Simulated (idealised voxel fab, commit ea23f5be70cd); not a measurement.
You're looking at the process module voxel transistor to metal.
Section cut is 200 nm wide and gridded with 5 nm square cells.
Just so we're on the same page, the cross-sections are grids of square cells, and they're listed out in bands top to bottom, each band one or more rows deep. Within each band entry, the heights of the top and of the bottom of the band appear first, in that order and in nm; the materials of the band then follow from left to right, each with its corresponding width in nm. The designation "throughout" on a single material indicates that it fills the band from edge to edge; the designation "empty" indicates empty space. Beneath 0, the wafer as received is one material, and that level is where height counting begins. The lowest band goes on downward without a bottom; it is written like "0 and below". Think of "30 to 40" as a width that walks from the first number to the second as you go down the band, top row to bottom row, taking equal-sized steps from row to row. Take "remains unaltered" at face value: in the step it is given for, the cross-section changed in none of its cells. Voids not open to the top, 8 cells minimum: see "Sealed cavities". Written width x height at distance; distance is from the left edge; nm. On each step's line, the part that comes after the settings is the simulator's own comment on the step. overlay nm: how far to the right of its planned place the mask lay on this masked step (negative: to the left).
**plan**
1) RECEIVE [material Si]
2) CONFORMAL_DEP [material SiO2] [thk nm 5]
3) CONFORMAL_DEP [material SiN] [thk nm 15]
4) PATTERN [tone cover] [mask id ACTIVE] [material resist] [width nm 100] [thk nm 15] [overlay nm 0]
5) DIRECTIONAL_ETCH [etch materials SiN] [depth nm 15]
6) DIRECTIONAL_ETCH [etch materials SiO2] [depth nm 5]
7) DIRECTIONAL_ETCH [etch materials Si] [depth nm 35]
8) STRIP [etch materials resist]
9) FILL_DEP [material SiO2] [thk nm 15]
10) CMP [height nm 20]
11) SELECTIVE_ETCH [etch materials SiO2] [depth nm 5]
12) STRIP [etch materials SiN]
13) SELECTIVE_ETCH [etch materials SiO2] [depth nm 5]
14) OXIDIZE [depth nm 5]
15) DIRECTIONAL_DEP [material polySi] [thk nm 30]
16) DIRECTIONAL_DEP [material SiCN] [thk nm 10]
17) PATTERN [tone cover] [mask id GATE] [material resist] [width nm 20] [thk nm 15] [overlay nm 0]
18) DIRECTIONAL_ETCH [etch materials SiCN] [depth nm 20]
19) DIRECTIONAL_ETCH [etch materials polySi] [depth nm 40]
20) STRIP [etch materials resist]
21) CONFORMAL_DEP [material SiO2] [thk nm 5]
22) DIRECTIONAL_ETCH [etch materials SiO2] [depth nm 5]
23) CONFORMAL_DEP [material SiN] [thk nm 5]
24) DIRECTIONAL_ETCH [etch materials SiN] [depth nm 5]
25) DIRECTIONAL_ETCH [etch materials SiO2] [depth nm 5]
26) DIRECTIONAL_ETCH [etch materials Si] [depth nm 15]
27) EPI [material SiGe] [thk nm 15]
28) FILL_DEP [material SiO2] [thk nm 5]
29) CMP [height nm 40]
30) DIRECTIONAL_DEP [material SiO2] [thk nm 15]
31) MASKED_ETCH [tone open] [mask id CONTACT] [width nm 20] [pitch nm 70] [etch materials SiO2] [depth nm 45] [overlay nm 0]
32) CONFORMAL_DEP [material TiN] [thk nm 5]
33) FILL_DEP [material W] [thk nm 10]
34) CMP [height nm 55]
35) DIRECTIONAL_DEP [material TiN] [thk nm 5]
36) DIRECTIONAL_DEP [material Ru] [thk nm 20]
37) DIRECTIONAL_DEP [material aC] [thk nm 15]
38) PATTERN [tone cover] [mask id METAL_1] [material resist] [width nm 20] [pitch nm 70] [thk nm 30] [overlay nm 0]
39) DIRECTIONAL_ETCH [etch materials aC] [depth nm 15]
40) STRIP [etch materials resist]
41) DIRECTIONAL_ETCH [etch materials Ru] [depth nm 20]
42) DIRECTIONAL_ETCH [etch materials TiN] [depth nm 5]
43) STRIP [etch materials aC]
44) FILL_DEP [material lowk] [thk nm 10]
45) CMP [height nm 80]
46) CONFORMAL_DEP [material SiCN] [thk nm 5]
47) DIRECTIONAL_DEP [material SiO2] [thk nm 30]
48) PATTERN [tone open] [mask id METAL_2_HOLES] [material resist] [width nm 15] [pitch nm 70] [thk nm 20] [overlay nm 0]
49) DIRECTIONAL_ETCH [etch materials SiO2] [depth nm 30]
50) STRIP [etch materials resist]
51) DIRECTIONAL_DEP [material aC] [thk nm 15]
52) PATTERN [tone open] [mask id METAL_2] [material resist] [width nm 20] [pitch nm 70] [thk nm 30] [overlay nm 0]
53) DIRECTIONAL_ETCH [etch materials aC] [depth nm 15]
54) STRIP [etch materials resist]
55) DIRECTIONAL_ETCH [etch materials SiO2] [depth nm 15]
56) DIRECTIONAL_ETCH [etch materials SiCN] [depth nm 5]
57) STRIP [etch materials aC]
58) CONFORMAL_DEP [material TiN] [thk nm 5]
59) FILL_DEP [material Cu] [thk nm 10]
60) CMP [height nm 115]
61) CONFORMAL_DEP [material SiN] [thk nm 5]
**as received, after step 1**
- 0 and below  Si throughout
- Sealed cavities: none
**End-of-module cross-section. Starting structure and process plan as above; one mistake made in running it**
- 120 down to 115  SiN throughout
- 115 down to 105  55 of SiO2, 5 of TiN, 10 of Cu, 5 of TiN, 50 of SiO2, 5 of TiN, 10 of Cu, 5 of TiN, 55 of SiO2
- 105 down to 100  55 of SiO2, 5 of TiN, 5 of Cu, 10 of TiN, 50 of SiO2, 5 of TiN, 5 of Cu, 10 of TiN, 55 of SiO2
- 100 down to 85  55 of SiO2, 5 of TiN, 5 of Cu, 5 of TiN, 55 of SiO2, 5 of TiN, 5 of Cu, 5 of TiN, 60 of SiO2
- 85 down to 80  55 of SiCN, 15 of TiN, 55 of SiCN, 15 of TiN, 60 of SiCN
- 80 down to 60  55 of lowk, 20 of Ru, 50 of lowk, 20 of Ru, 55 of lowk
- 60 down to 55  55 of lowk, 20 of TiN, 50 of lowk, 20 of TiN, 55 of lowk
- 55 down to 40  55 of SiO2, 5 of TiN, 10 of W, 5 of TiN, 50 of SiO2, 5 of TiN, 10 of W, 5 of TiN, 55 of SiO2
- 40 down to 30  55 of SiO2, 5 of TiN, 10 of W, 5 of TiN, 5 of SiO2, 5 of SiN, 5 of SiO2, 20 of SiCN, 5 of SiO2, 5 of SiN, 5 of SiO2, 5 of TiN, 10 of W, 5 of TiN, 55 of SiO2
- 30 down to 15  55 of SiO2, 5 of TiN, 10 of W, 5 of TiN, 5 of SiO2, 5 of SiN, 5 of SiO2, 20 of polySi, 5 of SiO2, 5 of SiN, 5 of SiO2, 5 of TiN, 10 of W, 5 of TiN, 55 of SiO2
- 15 down to 10  55 of SiO2, 20 of TiN, 5 of SiO2, 5 of SiN, 5 of SiO2, 20 of polySi, 5 of SiO2, 5 of SiN, 5 of SiO2, 20 of TiN, 55 of SiO2
- 10 down to 0  45 of SiO2, 5 of SiN, 30 of SiGe, 5 of SiN, 5 of SiO2, 20 of polySi, 5 of SiO2, 5 of SiN, 20 of SiGe, 5 of SiN, 55 of SiO2
- 0 down to -5  50 of SiO2, 30 of SiGe, 40 of SiO2, 20 of SiGe, 60 of SiO2
- -5 down to -20  45 of SiO2, 5 of Si, 30 of SiGe, 40 of Si, 20 of SiGe, 5 of Si, 55 of SiO2
- -20 down to -35  45 of SiO2, 100 of Si, 55 of SiO2
- -35 and below  Si throughout
- Sealed cavities: none
The plan and the run diverged here: step 4 was processed under conditions differing from the plan, specifically as PATTERN [tone cover] [mask id ACTIVE] [material resist] [width nm 100] [thk nm 15] [overlay nm -5]
